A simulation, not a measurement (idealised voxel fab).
Name of the process module below: voxel air gaps
Square cell edge 5 nm, section width 185 nm, ID cut.
Bands, listed from the top down, are how a cross-section gets written in this document; the cross-section itself is a grid of square cells, and a band is one or more rows of them. What a band's entry tells you: where the top is and where the bottom is, as heights in nm, and after that what lies inside, material by material from left to right, each with its width in nm. Empty space is written as the word "empty", and a single material marked with the word "edge to edge" occupies the band from edge to edge. Height 0 is the level under which the wafer as received is all one material. The lowest band goes on downwards, as in "0 nm and below". When a width is written as two numbers, as in "30->40", the first number is the width in the top row of cells of the band and the second is the width in its bottom row, and the width changes by the same amount from each row to the next. For the purposes of this document, the phrase "no change" attached to a step denotes that no cell within the cross-section was modified by that step. "Encapsulated voids" lists enclosed empty spaces (at least 8 cells, no open path upward to the top), each as width x height at distance from the left edge, in nm. On a step's line, text after the settings is the simulator commenting on that step. Steps that use a mask can have "overlay nm" on their line. It says how far the mask sat to the right of where it was meant to be. Negative means to the left.
**Process steps - plan**
1 RECEIVE,material Si
2 CONFORMAL_DEP,material SiO2,thk nm 15
3 CONFORMAL_DEP,material SiN,thk nm 5
4 DIRECTIONAL_DEP,material SiO2,thk nm 40
5 PATTERN,tone open,mask id LINES,material resist,width nm 25,pitch nm 50,thk nm 15,overlay nm 0
6 DIRECTIONAL_ETCH,etch materials SiO2,depth nm 40
7 STRIP,etch materials resist
8 CONFORMAL_DEP,material TiN,thk nm 5
9 FILL_DEP,material W,thk nm 10
10 CMP,height nm 60
11 EPI,material Ru,thk nm 10
12 SELECTIVE_ETCH,etch materials SiO2,depth nm 50
13 CONFORMAL_DEP,material SiCN,thk nm 5
**As received (post step 1): cross-section**
- 0 nm and below: Si edge to edge
- Encapsulated voids: none
**Cross-sectional image of the first of two wafers at the end of the module, the run having proceeded as planned**
- 75 nm to 70 nm: 15 nm empty | 155 nm SiCN | 15 nm empty
- 70 nm to 60 nm: 15 nm empty | 5 nm SiCN | 45 nm Ru | 5 nm SiCN | 45 nm Ru | 5 nm SiCN | 45 nm Ru | 5 nm SiCN | 15 nm empty
- 60 nm to 55 nm: 15 nm empty | 15 nm SiCN | 5 nm TiN | 15 nm W | 5 nm TiN | 25 nm SiCN | 5 nm TiN | 15 nm W | 5 nm TiN | 25 nm SiCN | 5 nm TiN | 15 nm W | 5 nm TiN | 15 nm SiCN | 15 nm empty
- 55 nm to 25 nm: 25 nm empty | 5 nm SiCN | 5 nm TiN | 15 nm W | 5 nm TiN | 5 nm SiCN | 15 nm empty | 5 nm SiCN | 5 nm TiN | 15 nm W | 5 nm TiN | 5 nm SiCN | 15 nm empty | 5 nm SiCN | 5 nm TiN | 15 nm W | 5 nm TiN | 5 nm SiCN | 25 nm empty
- 25 nm to 20 nm: 30 nm SiCN | 25 nm TiN | 25 nm SiCN | 25 nm TiN | 25 nm SiCN | 25 nm TiN | 30 nm SiCN
- 20 nm to 15 nm: SiN edge to edge
- 15 nm to 0 nm: SiO2 edge to edge
- 0 nm and below: Si edge to edge
- Encapsulated voids: 15 x 30 at 60; 15 x 30 at 110
**Wafer two, end of module, cross-section. Same start, same plan as wafer one. One mistake in the run**
- 75 nm to 70 nm: 15 nm empty | 155 nm SiCN | 15 nm empty
- 70 nm to 60 nm: 15 nm empty | 5 nm SiCN | 45 nm Ru | 5 nm SiCN | 45 nm Ru | 5 nm SiCN | 45 nm Ru | 5 nm SiCN | 15 nm empty
- 60 nm to 55 nm: 15 nm empty | 15 nm SiCN | 5 nm TiN | 15 nm W | 5 nm TiN | 25 nm SiCN | 5 nm TiN | 15 nm W | 5 nm TiN | 25 nm SiCN | 5 nm TiN | 15 nm W | 5 nm TiN | 15 nm SiCN | 15 nm empty
- 55 nm to 30 nm: 25 nm empty | 5 nm SiCN | 5 nm TiN | 15 nm W | 5 nm TiN | 5 nm SiCN | 15 nm empty | 5 nm SiCN | 5 nm TiN | 15 nm W | 5 nm TiN | 5 nm SiCN | 15 nm empty | 5 nm SiCN | 5 nm TiN | 15 nm W | 5 nm TiN | 5 nm SiCN | 25 nm empty
- 30 nm to 25 nm: 30 nm SiCN | 25 nm TiN | 25 nm SiCN | 25 nm TiN | 25 nm SiCN | 25 nm TiN | 30 nm SiCN
- 25 nm to 20 nm: SiN edge to edge
- 20 nm to 0 nm: SiO2 edge to edge
- 0 nm and below: Si edge to edge
- Encapsulated voids: 15 x 25 at 60; 15 x 25 at 110
Run error: step 2 ran as: CONFORMAL_DEP,material SiO2,thk nm 20
Wrapping up, a cell-based count of both wafers puts the second over or under the first for these materials: 6 fewer of SiCN | 37 more of SiO2 | 6 fewer of TiN | 9 fewer of W
